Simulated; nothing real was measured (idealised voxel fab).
This is a process module. Its name is voxel ribs on slabs.
Displayed cross-section: cut, width of 175 nm, square cells sized 5 nm.
Cross-section spec: square-cell grid; bands listed top down; each band is one or more rows.
Top, bottom (nm), then materials left to right with widths (nm); lone material tagged "everywhere" fills the whole band edge to edge; "blank" = empty space.
Height 0 is the level under which the wafer as received is all one material. The lowest band goes on downwards, as in "z 0 and below".
Quick explanation for "30->40": the width changes in equal steps down the rows of cells, from the first number in the band's top row to the second number in its bottom row.
Reading "remained the same" for a step: not a cell of the cross-section changed in it.
Reported under the label "Sealed void listing" are the empty spaces having no open way to the top and comprising 8 cells or more; the notation for each is width x height at distance, in which the distance is measured from the left edge and all three values are in nm.
Heads up: the bit after the settings on a step's line is the simulator's remark on that step.
overlay nm: right-of-plan distance of the mask on a masked step; negative values mean left-of-plan.
**Here's what the planned process steps look like**
1 RECEIVE with material Si
2 DIRECTIONAL_DEP with material SiO2, thk nm 20
3 DIRECTIONAL_DEP with material polySi, thk nm 15
4 DIRECTIONAL_DEP with material aC, thk nm 15
5 PATTERN with tone cover, mask id RIB, material resist, width nm 30, thk nm 35, overlay nm 0
6 DIRECTIONAL_ETCH with etch materials aC, depth nm 15
7 STRIP with etch materials resist
8 DIRECTIONAL_ETCH with etch materials polySi, depth nm 10
9 STRIP with etch materials aC
10 MASKED_ETCH with tone cover, mask id SLAB, width nm 70, etch materials polySi, depth nm 5, overlay nm 0
11 FILL_DEP with material SiO2, thk nm 20
12 CMP with height nm 45
13 DIRECTIONAL_DEP with material W, thk nm 10
14 DIRECTIONAL_DEP with material aC, thk nm 15
15 PATTERN with tone cover, mask id HEATER, material resist, width nm 40, thk nm 35, overlay nm 0
16 DIRECTIONAL_ETCH with etch materials aC, depth nm 15
17 STRIP with etch materials resist
18 DIRECTIONAL_ETCH with etch materials W, depth nm 10
19 STRIP with etch materials aC
20 CONFORMAL_DEP with material SiO2, thk nm 10
**As-received wafer cross-section (after step 1)**
* z 0 and below: Si everywhere
* Sealed void listing: none
**Sectioned view, first of two wafers, at the close of the module, processed as intended in the plan**
* z 65 to 55: 55 of blank  60 of SiO2  60 of blank
* z 55 to 45: 65 of SiO2  40 of W  70 of SiO2
* z 45 to 35: SiO2 everywhere
* z 35 to 25: 70 of SiO2  30 of polySi  75 of SiO2
* z 25 to 20: 50 of SiO2  70 of polySi  55 of SiO2
* z 20 to 0: SiO2 everywhere
* z 0 and below: Si everywhere
* Sealed void listing: none
**Second wafer through the module, sectioned at the end: same beginning and same plan as the first wafer, with one mistake in carrying it out**
* z 65 to 55: 55 of blank  60 of SiO2  60 of blank
* z 55 to 45: 65 of SiO2  40 of W  70 of SiO2
* z 45 to 35: SiO2 everywhere
* z 35 to 30: 50 of SiO2  20 of polySi  30 of SiO2  20 of polySi  55 of SiO2
* z 30 to 25: 70 of polySi  30 of SiO2  75 of polySi
* z 25 to 20: polySi everywhere
* z 20 to 0: SiO2 everywhere
* z 0 and below: Si everywhere
* Sealed void listing: none
Deviation from plan: it should be noted that step 5 was executed with settings other than those planned, the operation and settings actually applied being PATTERN with tone open, mask id RIB, material resist, width nm 30, thk nm 35, overlay nm 0
The closing comparison, in cells, has the second wafer with more or fewer of some materials than the first: SiO2: 46 fewer, polySi: 46 more
